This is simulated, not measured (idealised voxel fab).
process module | voxel lift off
cross-section cut | 230 nm wide | cells 5 nm
A cross-section is a grid of square cells, given in bands from the top down. A band is one or more rows of cells.
Each band's line starts with the height of the band's top and of its bottom, in nm. Then come its materials from left to right, each with its width in nm. One material with "throughout" fills the band from edge to edge. "air" is empty space.
Height 0 is the level under which the wafer as received is all one material. The lowest band goes on downwards, as in "0 down".
A width such as "30 to 40" changes by the same amount from each row of cells to the next, from the band's top row to its bottom row.
"no change" after a step means that no cell of the cross-section changed.
closed voids: empty space of 8 cells or more with no open way to the top, each as width x height at its distance from the left edge, in nm
after a step's settings: what the simulator itself notes on the step
overlay nm, on a step with a mask: how far to the right of its planned place the mask lay; to the left if negative
plan
1 op RECEIVE | material Si
2 op CONFORMAL_DEP | material SiN | thk nm 5
3 op PATTERN | tone open | mask id LINES | material resist | width nm 30 | pitch nm 55 | thk nm 15 | overlay nm 0
4 op DIRECTIONAL_DEP | material Ru | thk nm 5
5 op STRIP | etch materials resist
6 op CONFORMAL_DEP | material SiO2 | thk nm 10
first wafer, as planned
as received, after step 1
  0 down: Si throughout
  closed voids: none
after step 2
  5 to 0: SiN throughout
  below 0: unchanged
after step 3
  20 to 5: resist 45 | air 30 | resist 25 | air 30 | resist 25 | air 30 | resist 45
  below 5: unchanged
after step 4
  25 to 20: Ru 45 | air 30 | Ru 25 | air 30 | Ru 25 | air 30 | Ru 45
  20 to 10: resist 45 | air 30 | resist 25 | air 30 | resist 25 | air 30 | resist 45
  10 to 5: resist 45 | Ru 30 | resist 25 | Ru 30 | resist 25 | Ru 30 | resist 45
  below 5: unchanged
after step 5
  10 to 5: air 45 | Ru 30 | air 25 | Ru 30 | air 25 | Ru 30 | air 45
  below 5: unchanged
after step 6
  20 to 15: air 35 | SiO2 50 | air 5 | SiO2 50 | air 5 | SiO2 50 | air 35
  15 to 10: SiO2 throughout
  10 to 5: SiO2 45 | Ru 30 | SiO2 25 | Ru 30 | SiO2 25 | Ru 30 | SiO2 45
  below 5: unchanged
second wafer: like start, like plan, one mistake. Through step 5 it matches the first wafer
when step 6 should have ended
  25 to 20: air 30 | SiO2 170 | air 30
  20 to 10: SiO2 throughout
  10 to 5: SiO2 45 | Ru 30 | SiO2 25 | Ru 30 | SiO2 25 | Ru 30 | SiO2 45
  below 5: unchanged
what went wrong: step 6 ran as: op CONFORMAL_DEP | material SiO2 | thk nm 15
at the end the second wafer has, in cells: 50 more of SiO2
